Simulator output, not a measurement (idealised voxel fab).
Proc. module: voxel capacitor over wiring
This is section cut - it's 230 nm across, gridded in 5 nm square cells.
A cross-section is a grid of square cells, given in bands from the top down. A band is one or more rows of cells.
Band: top height; bottom height; in nm. Then, left to right: material with width in nm, for each material. "all across": a single material spanning edge to edge. "air": empty space.
It should be noted that heights are counted from 0, beneath which the wafer as supplied is of one material throughout, and that the lowest band possesses no lower boundary but continues downward, as written in "top 0, no bottom".
The notation "30..40" denotes a width that varies across the rows of cells in the band, beginning at the first number in the top row, finishing at the second number in the bottom row, and changing by an identical amount from each row to the next.
Step marked "no change occurred"? Then no cell in the cross-section changed in it.
Closed empty spaces (no open way to the top) of 8 cells or more are what "closed voids" lists, each as width x height at distance from the left edge, nm for all three.
That trailing text on a step's line, after the settings, is the simulator's own remark on the step.
Among the settings permitted on a step's line is "overlay nm"; applied to a step with a mask, it specifies the extent to which the mask lay to the right of its planned position, whereas a negative figure signifies a position to the left.

# Steps in the process plan
1 RECEIVE | material Si
2 CONFORMAL_DEP | material SiO2 | thk nm 10
3 DIRECTIONAL_DEP | material TiN | thk nm 5
4 DIRECTIONAL_DEP | material W | thk nm 25
5 DIRECTIONAL_DEP | material aC | thk nm 10
6 PATTERN | tone cover | mask id METAL_1 | material resist | width nm 30 | pitch nm 85 | thk nm 30 | overlay nm 0
7 DIRECTIONAL_ETCH | etch materials aC | depth nm 10
8 STRIP | etch materials resist
9 DIRECTIONAL_ETCH | etch materials W | depth nm 25
10 DIRECTIONAL_ETCH | etch materials TiN | depth nm 5
11 STRIP | etch materials aC
12 FILL_DEP | material SiO2 | thk nm 5
13 CMP | height nm 40
14 CONFORMAL_DEP | material SiCN | thk nm 5
15 DIRECTIONAL_DEP | material SiO2 | thk nm 20
16 PATTERN | tone open | mask id PLUG_1 | material resist | width nm 15 | thk nm 20 | overlay nm 0
17 DIRECTIONAL_ETCH | etch materials SiO2 | depth nm 20
18 DIRECTIONAL_ETCH | etch materials SiCN | depth nm 5
19 STRIP | etch materials resist
20 CONFORMAL_DEP | material TiN | thk nm 5
21 FILL_DEP | material Ru | thk nm 10
22 CMP | height nm 65
23 DIRECTIONAL_DEP | material TiN | thk nm 10
24 DIRECTIONAL_DEP | material SiN | thk nm 5
25 DIRECTIONAL_DEP | material TiN | thk nm 10
26 PATTERN | tone cover | mask id UPPER_PLATE | material resist | width nm 60 | thk nm 20 | overlay nm 0
27 DIRECTIONAL_ETCH | etch materials TiN | depth nm 10
28 DIRECTIONAL_ETCH | etch materials SiN | depth nm 5
29 STRIP | etch materials resist
30 PATTERN | tone cover | mask id LOWER_PLATE | material resist | width nm 70 | thk nm 15 | overlay nm 0
31 DIRECTIONAL_ETCH | etch materials TiN | depth nm 10
32 STRIP | etch materials resist
33 FILL_DEP | material SiO2 | thk nm 15
34 CMP | height nm 100
35 PATTERN | tone open | mask id PLUG_2 | material resist | width nm 15 | thk nm 20 | overlay nm 0
36 DIRECTIONAL_ETCH | etch materials SiO2 | depth nm 10
37 STRIP | etch materials resist
38 CONFORMAL_DEP | material TiN | thk nm 5
39 FILL_DEP | material W | thk nm 10
40 CMP | height nm 100
41 CONFORMAL_DEP | material SiN | thk nm 5

# First of two wafers: run as planned

# Cross-section of the wafer at receipt, which is the condition after step 1
  top 0, no bottom | Si all across
  closed voids: none

# Step 2 complete: cross-section through the wafer
  top 10, bottom 0 | SiO2 all across
  Lower than 0, everything is as it was.

# Step 3 complete: cross-section through the wafer
  top 15, bottom 10 | TiN all across
  Lower than 10, everything is as it was.

# Step 4 complete: cross-section through the wafer
  top 40, bottom 15 | W all across
  Lower than 15, everything is as it was.

# Step 5 complete: cross-section through the wafer
  top 50, bottom 40 | aC all across
  Lower than 40, everything is as it was.

# Step 6 complete: cross-section through the wafer
  top 80, bottom 50 | 55 air, then 30 resist, then 55 air, then 30 resist, then 60 air
  Lower than 50, everything is as it was.

# Step 7 complete: cross-section through the wafer
  top 70, bottom 50 | 55 air, then 30 resist, then 55 air, then 30 resist, then 60 air
  top 50, bottom 40 | 55 air, then 30 aC, then 55 air, then 30 aC, then 60 air
  Lower than 40, everything is as it was.

# Step 8 complete: cross-section through the wafer
  top 50, bottom 40 | 55 air, then 30 aC, then 55 air, then 30 aC, then 60 air
  Lower than 40, everything is as it was.

# Step 9 complete: cross-section through the wafer
  top 50, bottom 40 | 55 air, then 30 aC, then 55 air, then 30 aC, then 60 air
  top 40, bottom 15 | 55 air, then 30 W, then 55 air, then 30 W, then 60 air
  Lower than 15, everything is as it was.

# Step 10 complete: cross-section through the wafer
  top 50, bottom 40 | 55 air, then 30 aC, then 55 air, then 30 aC, then 60 air
  top 40, bottom 15 | 55 air, then 30 W, then 55 air, then 30 W, then 60 air
  top 15, bottom 10 | 55 air, then 30 TiN, then 55 air, then 30 TiN, then 60 air
  Lower than 10, everything is as it was.

# Step 11 complete: cross-section through the wafer
  top 40, bottom 15 | 55 air, then 30 W, then 55 air, then 30 W, then 60 air
  Lower than 15, everything is as it was.

# Step 12 complete: cross-section through the wafer
  top 45, bottom 40 | SiO2 all across
  top 40, bottom 15 | 55 SiO2, then 30 W, then 55 SiO2, then 30 W, then 60 SiO2
  top 15, bottom 10 | 55 SiO2, then 30 TiN, then 55 SiO2, then 30 TiN, then 60 SiO2
  Lower than 10, everything is as it was.

# Step 13 complete: cross-section through the wafer
  top 40, bottom 15 | 55 SiO2, then 30 W, then 55 SiO2, then 30 W, then 60 SiO2
  Lower than 15, everything is as it was.

# Step 14 complete: cross-section through the wafer
  top 45, bottom 40 | SiCN all across
  Lower than 40, everything is as it was.

# Step 15 complete: cross-section through the wafer
  top 65, bottom 45 | SiO2 all across
  Lower than 45, everything is as it was.

# Step 16 complete: cross-section through the wafer
  top 85, bottom 65 | 70 resist, then 15 air, then 145 resist
  Lower than 65, everything is as it was.

# Step 17 complete: cross-section through the wafer
  top 85, bottom 65 | 70 resist, then 15 air, then 145 resist
  top 65, bottom 45 | 70 SiO2, then 15 air, then 145 SiO2
  Lower than 45, everything is as it was.

# Step 18 complete: cross-section through the wafer
  top 85, bottom 65 | 70 resist, then 15 air, then 145 resist
  top 65, bottom 45 | 70 SiO2, then 15 air, then 145 SiO2
  top 45, bottom 40 | 70 SiCN, then 15 air, then 145 SiCN
  Lower than 40, everything is as it was.

# Step 19 complete: cross-section through the wafer
  top 65, bottom 45 | 70 SiO2, then 15 air, then 145 SiO2
  Lower than 45, everything is as it was.

# Step 20 complete: cross-section through the wafer
  top 70, bottom 65 | 75 TiN, then 5 air, then 150 TiN
  top 65, bottom 45 | 70 SiO2, then 5 TiN, then 5 air, then 5 TiN, then 145 SiO2
  top 45, bottom 40 | 70 SiCN, then 15 TiN, then 145 SiCN
  Lower than 40, everything is as it was.

# Step 21 complete: cross-section through the wafer
  top 80, bottom 70 | Ru all across
  top 70, bottom 65 | 75 TiN, then 5 Ru, then 150 TiN
  top 65, bottom 45 | 70 SiO2, then 5 TiN, then 5 Ru, then 5 TiN, then 145 SiO2
  Lower than 45, everything is as it was.

# Step 22 complete: cross-section through the wafer
  top 65, bottom 45 | 70 SiO2, then 5 TiN, then 5 Ru, then 5 TiN, then 145 SiO2
  Lower than 45, everything is as it was.

# Step 23 complete: cross-section through the wafer
  top 75, bottom 65 | TiN all across
  Lower than 65, everything is as it was.

# Step 24 complete: cross-section through the wafer
  top 80, bottom 75 | SiN all across
  Lower than 75, everything is as it was.

# Step 25 complete: cross-section through the wafer
  top 90, bottom 80 | TiN all across
  Lower than 80, everything is as it was.

# Step 26 complete: cross-section through the wafer
  top 110, bottom 90 | 70 air, then 60 resist, then 100 air
  Lower than 90, everything is as it was.

# Step 27 complete: cross-section through the wafer
  top 110, bottom 90 | 70 air, then 60 resist, then 100 air
  top 90, bottom 80 | 70 air, then 60 TiN, then 100 air
  Lower than 80, everything is as it was.

# Step 28 complete: cross-section through the wafer
  top 110, bottom 90 | 70 air, then 60 resist, then 100 air
  top 90, bottom 80 | 70 air, then 60 TiN, then 100 air
  top 80, bottom 75 | 70 air, then 60 SiN, then 100 air
  Lower than 75, everything is as it was.

# Step 29 complete: cross-section through the wafer
  top 90, bottom 80 | 70 air, then 60 TiN, then 100 air
  Lower than 80, everything is as it was.

# Step 30 complete: cross-section through the wafer
  top 105, bottom 90 | 65 air, then 70 resist, then 95 air
  top 90, bottom 80 | 65 air, then 5 resist, then 60 TiN, then 5 resist, then 95 air
  top 80, bottom 75 | 65 air, then 5 resist, then 60 SiN, then 5 resist, then 95 air
  Lower than 75, everything is as it was.

# Step 31 complete: cross-section through the wafer
  top 105, bottom 90 | 65 air, then 70 resist, then 95 air
  top 90, bottom 80 | 65 air, then 5 resist, then 60 TiN, then 5 resist, then 95 air
  top 80, bottom 75 | 65 air, then 5 resist, then 60 SiN, then 5 resist, then 95 air
  top 75, bottom 65 | 65 air, then 70 TiN, then 95 air
  Lower than 65, everything is as it was.

# Step 32 complete: cross-section through the wafer
  top 90, bottom 80 | 70 air, then 60 TiN, then 100 air
  top 80, bottom 75 | 70 air, then 60 SiN, then 100 air
  Lower than 75, everything is as it was.

# Step 33 complete: cross-section through the wafer
  top 105, bottom 90 | SiO2 all across
  top 90, bottom 80 | 70 SiO2, then 60 TiN, then 100 SiO2
  top 80, bottom 75 | 70 SiO2, then 60 SiN, then 100 SiO2
  top 75, bottom 65 | 65 SiO2, then 70 TiN, then 95 SiO2
  Lower than 65, everything is as it was.

# Step 34 complete: cross-section through the wafer
  top 100, bottom 90 | SiO2 all across
  Lower than 90, everything is as it was.

# Step 35 complete: cross-section through the wafer
  top 120, bottom 100 | 80 resist, then 15 air, then 135 resist
  Lower than 100, everything is as it was.

# Step 36 complete: cross-section through the wafer
  top 120, bottom 100 | 80 resist, then 15 air, then 135 resist
  top 100, bottom 90 | 80 SiO2, then 15 air, then 135 SiO2
  Lower than 90, everything is as it was.

# Step 37 complete: cross-section through the wafer
  top 100, bottom 90 | 80 SiO2, then 15 air, then 135 SiO2
  Lower than 90, everything is as it was.

# Step 38 complete: cross-section through the wafer
  top 105, bottom 100 | 85 TiN, then 5 air, then 140 TiN
  top 100, bottom 95 | 80 SiO2, then 5 TiN, then 5 air, then 5 TiN, then 135 SiO2
  top 95, bottom 90 | 80 SiO2, then 15 TiN, then 135 SiO2
  Lower than 90, everything is as it was.

# Step 39 complete: cross-section through the wafer
  top 115, bottom 105 | W all across
  top 105, bottom 100 | 85 TiN, then 5 W, then 140 TiN
  top 100, bottom 95 | 80 SiO2, then 5 TiN, then 5 W, then 5 TiN, then 135 SiO2
  Lower than 95, everything is as it was.

# Step 40 complete: cross-section through the wafer
  top 100, bottom 95 | 80 SiO2, then 5 TiN, then 5 W, then 5 TiN, then 135 SiO2
  Lower than 95, everything is as it was.

# Step 41 complete: cross-section through the wafer
  top 105, bottom 100 | SiN all across
  Lower than 100, everything is as it was.

# Now the other wafer: same start, same recipe, but we messed up one thing when running it. Up to and including step 39 it's the same as the first one

# when step 40 should have ended
  top 110, bottom 105 | W all across
  Lower than 105, everything is as it was.

# when step 41 should have ended
  top 115, bottom 110 | SiN all across
  Lower than 110, everything is as it was.
Nonconformance to the process plan: step 40 was run on a setting that differed from the plan, and what really ran there is CMP | height nm 110
Cell-count delta at end, second wafer over first, by material: TiN +45, W +47
